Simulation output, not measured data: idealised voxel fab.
process module | voxel wiring stack
cross-section cut | 195 nm wide | cells 5 nm
A cross-section is a grid of square cells, given in bands from the top down. A band is one or more rows of cells.
Each band's line starts with the height of the band's top and of its bottom, in nm. Then come its materials from left to right, each with its width in nm. One material with "throughout" fills the band from edge to edge. "air" is empty space.
Height 0 is the level under which the wafer as received is all one material. The lowest band goes on downwards, as in "0 down".
A width such as "30 to 40" changes by the same amount from each row of cells to the next, from the band's top row to its bottom row.
"no change" after a step means that no cell of the cross-section changed.
closed voids: empty space of 8 cells or more with no open way to the top, each as width x height at its distance from the left edge, in nm
after a step's settings: what the simulator itself notes on the step
overlay nm, on a step with a mask: how far to the right of its planned place the mask lay; to the left if negative
plan
1 op RECEIVE | material Si
2 op CONFORMAL_DEP | material SiO2 | thk nm 15
3 op CONFORMAL_DEP | material SiCN | thk nm 5
4 op DIRECTIONAL_DEP | material SiO2 | thk nm 20
5 op MASKED_ETCH | tone open | mask id METAL_1 | width nm 30 | pitch nm 45 | etch materials SiO2 | depth nm 20 | overlay nm 0
6 op MASKED_ETCH | tone open | mask id METAL_1 | width nm 30 | pitch nm 45 | etch materials SiCN | depth nm 5 | overlay nm 0
7 op CONFORMAL_DEP | material TiN | thk nm 5
8 op FILL_DEP | material W | thk nm 10
9 op CMP | height nm 40
10 op CONFORMAL_DEP | material SiCN | thk nm 5
11 op DIRECTIONAL_DEP | material SiO2 | thk nm 15
12 op MASKED_ETCH | tone open | mask id PLUG_1 | width nm 15 | pitch nm 45 | etch materials SiO2 | depth nm 15 | overlay nm 0
13 op MASKED_ETCH | tone open | mask id PLUG_1 | width nm 15 | pitch nm 45 | etch materials SiCN | depth nm 5 | overlay nm 0
14 op CONFORMAL_DEP | material TiN | thk nm 5
15 op FILL_DEP | material Cu | thk nm 10
16 op CMP | height nm 60
17 op CONFORMAL_DEP | material SiCN | thk nm 5
18 op DIRECTIONAL_DEP | material lowk | thk nm 25
19 op DIRECTIONAL_DEP | material aC | thk nm 10
20 op PATTERN | tone open | mask id METAL_2 | material resist | width nm 30 | pitch nm 45 | thk nm 30 | overlay nm 0
21 op DIRECTIONAL_ETCH | etch materials aC | depth nm 10
22 op STRIP | etch materials resist
23 op DIRECTIONAL_ETCH | etch materials lowk | depth nm 25
24 op DIRECTIONAL_ETCH | etch materials SiCN | depth nm 5
25 op STRIP | etch materials aC
26 op CONFORMAL_DEP | material TiN | thk nm 5
27 op FILL_DEP | material Ru | thk nm 10
28 op CMP | height nm 90
29 op CONFORMAL_DEP | material SiCN | thk nm 5
first wafer, as planned
as received, after step 1
  0 down: Si throughout
  closed voids: none
after step 2
  15 to 0: SiO2 throughout
  below 0: unchanged
after step 3
  20 to 15: SiCN throughout
  below 15: unchanged
after step 4
  40 to 20: SiO2 throughout
  below 20: unchanged
after step 5
  40 to 20: SiO2 60 | air 30 | SiO2 15 | air 30 | SiO2 60
  below 20: unchanged
after step 6
  40 to 20: SiO2 60 | air 30 | SiO2 15 | air 30 | SiO2 60
  20 to 15: SiCN 60 | air 30 | SiCN 15 | air 30 | SiCN 60
  below 15: unchanged
after step 7
  45 to 40: TiN 65 | air 20 | TiN 25 | air 20 | TiN 65
  40 to 20: SiO2 60 | TiN 5 | air 20 | TiN 5 | SiO2 15 | TiN 5 | air 20 | TiN 5 | SiO2 60
  20 to 15: SiCN 60 | TiN 30 | SiCN 15 | TiN 30 | SiCN 60
  below 15: unchanged
after step 8
  55 to 45: W throughout
  45 to 40: TiN 65 | W 20 | TiN 25 | W 20 | TiN 65
  40 to 20: SiO2 60 | TiN 5 | W 20 | TiN 5 | SiO2 15 | TiN 5 | W 20 | TiN 5 | SiO2 60
  below 20: unchanged
after step 9
  40 to 20: SiO2 60 | TiN 5 | W 20 | TiN 5 | SiO2 15 | TiN 5 | W 20 | TiN 5 | SiO2 60
  below 20: unchanged
after step 10
  45 to 40: SiCN throughout
  below 40: unchanged
after step 11
  60 to 45: SiO2 throughout
  below 45: unchanged
after step 12
  60 to 45: SiO2 60 | air 15 | SiO2 30 | air 15 | SiO2 75
  below 45: unchanged
after step 13
  60 to 45: SiO2 60 | air 15 | SiO2 30 | air 15 | SiO2 75
  45 to 40: SiCN 60 | air 15 | SiCN 30 | air 15 | SiCN 75
  below 40: unchanged
after step 14
  65 to 60: TiN 65 | air 5 | TiN 40 | air 5 | TiN 80
  60 to 45: SiO2 60 | TiN 5 | air 5 | TiN 5 | SiO2 30 | TiN 5 | air 5 | TiN 5 | SiO2 75
  45 to 40: SiCN 60 | TiN 15 | SiCN 30 | TiN 15 | SiCN 75
  below 40: unchanged
after step 15
  75 to 65: Cu throughout
  65 to 60: TiN 65 | Cu 5 | TiN 40 | Cu 5 | TiN 80
  60 to 45: SiO2 60 | TiN 5 | Cu 5 | TiN 5 | SiO2 30 | TiN 5 | Cu 5 | TiN 5 | SiO2 75
  below 45: unchanged
after step 16
  60 to 45: SiO2 60 | TiN 5 | Cu 5 | TiN 5 | SiO2 30 | TiN 5 | Cu 5 | TiN 5 | SiO2 75
  below 45: unchanged
after step 17
  65 to 60: SiCN throughout
  below 60: unchanged
after step 18
  90 to 65: lowk throughout
  below 65: unchanged
after step 19
  100 to 90: aC throughout
  below 90: unchanged
after step 20
  130 to 100: resist 60 | air 30 | resist 15 | air 30 | resist 60
  below 100: unchanged
after step 21
  120 to 100: resist 60 | air 30 | resist 15 | air 30 | resist 60
  100 to 90: aC 60 | air 30 | aC 15 | air 30 | aC 60
  below 90: unchanged
after step 22
  100 to 90: aC 60 | air 30 | aC 15 | air 30 | aC 60
  below 90: unchanged
after step 23
  100 to 90: aC 60 | air 30 | aC 15 | air 30 | aC 60
  90 to 65: lowk 60 | air 30 | lowk 15 | air 30 | lowk 60
  below 65: unchanged
after step 24
  100 to 90: aC 60 | air 30 | aC 15 | air 30 | aC 60
  90 to 65: lowk 60 | air 30 | lowk 15 | air 30 | lowk 60
  65 to 60: SiCN 60 | air 30 | SiCN 15 | air 30 | SiCN 60
  below 60: unchanged
after step 25
  90 to 65: lowk 60 | air 30 | lowk 15 | air 30 | lowk 60
  below 65: unchanged
after step 26
  95 to 90: TiN 65 | air 20 | TiN 25 | air 20 | TiN 65
  90 to 65: lowk 60 | TiN 5 | air 20 | TiN 5 | lowk 15 | TiN 5 | air 20 | TiN 5 | lowk 60
  65 to 60: SiCN 60 | TiN 30 | SiCN 15 | TiN 30 | SiCN 60
  below 60: unchanged
after step 27
  105 to 95: Ru throughout
  95 to 90: TiN 65 | Ru 20 | TiN 25 | Ru 20 | TiN 65
  90 to 65: lowk 60 | TiN 5 | Ru 20 | TiN 5 | lowk 15 | TiN 5 | Ru 20 | TiN 5 | lowk 60
  below 65: unchanged
after step 28
  90 to 65: lowk 60 | TiN 5 | Ru 20 | TiN 5 | lowk 15 | TiN 5 | Ru 20 | TiN 5 | lowk 60
  below 65: unchanged
after step 29
  95 to 90: SiCN throughout
  below 90: unchanged
second wafer: like start, like plan, one mistake. Through step 1 it matches the first wafer
when step 2 should have ended
  5 to 0: SiCN throughout
  below 0: unchanged
when step 3 should have ended
  20 to 5: SiO2 throughout
  below 5: unchanged
when step 4 should have ended
  40 to 5: SiO2 throughout
  below 5: unchanged
when step 5 should have ended
  40 to 20: SiO2 60 | air 30 | SiO2 15 | air 30 | SiO2 60
  below 20: unchanged
when step 6 should have ended: no change
when step 7 should have ended
  45 to 40: TiN 65 | air 20 | TiN 25 | air 20 | TiN 65
  40 to 25: SiO2 60 | TiN 5 | air 20 | TiN 5 | SiO2 15 | TiN 5 | air 20 | TiN 5 | SiO2 60
  25 to 20: SiO2 60 | TiN 30 | SiO2 15 | TiN 30 | SiO2 60
  below 20: unchanged
when step 8 should have ended
  55 to 45: W throughout
  45 to 40: TiN 65 | W 20 | TiN 25 | W 20 | TiN 65
  40 to 25: SiO2 60 | TiN 5 | W 20 | TiN 5 | SiO2 15 | TiN 5 | W 20 | TiN 5 | SiO2 60
  below 25: unchanged
when step 9 should have ended
  40 to 25: SiO2 60 | TiN 5 | W 20 | TiN 5 | SiO2 15 | TiN 5 | W 20 | TiN 5 | SiO2 60
  below 25: unchanged
when step 10 should have ended
  45 to 40: SiCN throughout
  below 40: unchanged
when step 11 should have ended
  60 to 45: SiO2 throughout
  below 45: unchanged
when step 12 should have ended
  60 to 45: SiO2 60 | air 15 | SiO2 30 | air 15 | SiO2 75
  below 45: unchanged
when step 13 should have ended
  60 to 45: SiO2 60 | air 15 | SiO2 30 | air 15 | SiO2 75
  45 to 40: SiCN 60 | air 15 | SiCN 30 | air 15 | SiCN 75
  below 40: unchanged
when step 14 should have ended
  65 to 60: TiN 65 | air 5 | TiN 40 | air 5 | TiN 80
  60 to 45: SiO2 60 | TiN 5 | air 5 | TiN 5 | SiO2 30 | TiN 5 | air 5 | TiN 5 | SiO2 75
  45 to 40: SiCN 60 | TiN 15 | SiCN 30 | TiN 15 | SiCN 75
  below 40: unchanged
when step 15 should have ended
  75 to 65: Cu throughout
  65 to 60: TiN 65 | Cu 5 | TiN 40 | Cu 5 | TiN 80
  60 to 45: SiO2 60 | TiN 5 | Cu 5 | TiN 5 | SiO2 30 | TiN 5 | Cu 5 | TiN 5 | SiO2 75
  below 45: unchanged
when step 16 should have ended
  60 to 45: SiO2 60 | TiN 5 | Cu 5 | TiN 5 | SiO2 30 | TiN 5 | Cu 5 | TiN 5 | SiO2 75
  below 45: unchanged
when step 17 should have ended
  65 to 60: SiCN throughout
  below 60: unchanged
when step 18 should have ended
  90 to 65: lowk throughout
  below 65: unchanged
when step 19 should have ended
  100 to 90: aC throughout
  below 90: unchanged
when step 20 should have ended
  130 to 100: resist 60 | air 30 | resist 15 | air 30 | resist 60
  below 100: unchanged
when step 21 should have ended
  120 to 100: resist 60 | air 30 | resist 15 | air 30 | resist 60
  100 to 90: aC 60 | air 30 | aC 15 | air 30 | aC 60
  below 90: unchanged
when step 22 should have ended
  100 to 90: aC 60 | air 30 | aC 15 | air 30 | aC 60
  below 90: unchanged
when step 23 should have ended
  100 to 90: aC 60 | air 30 | aC 15 | air 30 | aC 60
  90 to 65: lowk 60 | air 30 | lowk 15 | air 30 | lowk 60
  below 65: unchanged
when step 24 should have ended
  100 to 90: aC 60 | air 30 | aC 15 | air 30 | aC 60
  90 to 65: lowk 60 | air 30 | lowk 15 | air 30 | lowk 60
  65 to 60: SiCN 60 | air 30 | SiCN 15 | air 30 | SiCN 60
  below 60: unchanged
when step 25 should have ended
  90 to 65: lowk 60 | air 30 | lowk 15 | air 30 | lowk 60
  below 65: unchanged
when step 26 should have ended
  95 to 90: TiN 65 | air 20 | TiN 25 | air 20 | TiN 65
  90 to 65: lowk 60 | TiN 5 | air 20 | TiN 5 | lowk 15 | TiN 5 | air 20 | TiN 5 | lowk 60
  65 to 60: SiCN 60 | TiN 30 | SiCN 15 | TiN 30 | SiCN 60
  below 60: unchanged
when step 27 should have ended
  105 to 95: Ru throughout
  95 to 90: TiN 65 | Ru 20 | TiN 25 | Ru 20 | TiN 65
  90 to 65: lowk 60 | TiN 5 | Ru 20 | TiN 5 | lowk 15 | TiN 5 | Ru 20 | TiN 5 | lowk 60
  below 65: unchanged
when step 28 should have ended
  90 to 65: lowk 60 | TiN 5 | Ru 20 | TiN 5 | lowk 15 | TiN 5 | Ru 20 | TiN 5 | lowk 60
  below 65: unchanged
when step 29 should have ended
  95 to 90: SiCN throughout
  below 90: unchanged
what went wrong: steps 2 and 3 were swapped
at the end the second wafer has, in cells: 12 more of SiCN | 4 fewer of TiN | 8 fewer of W
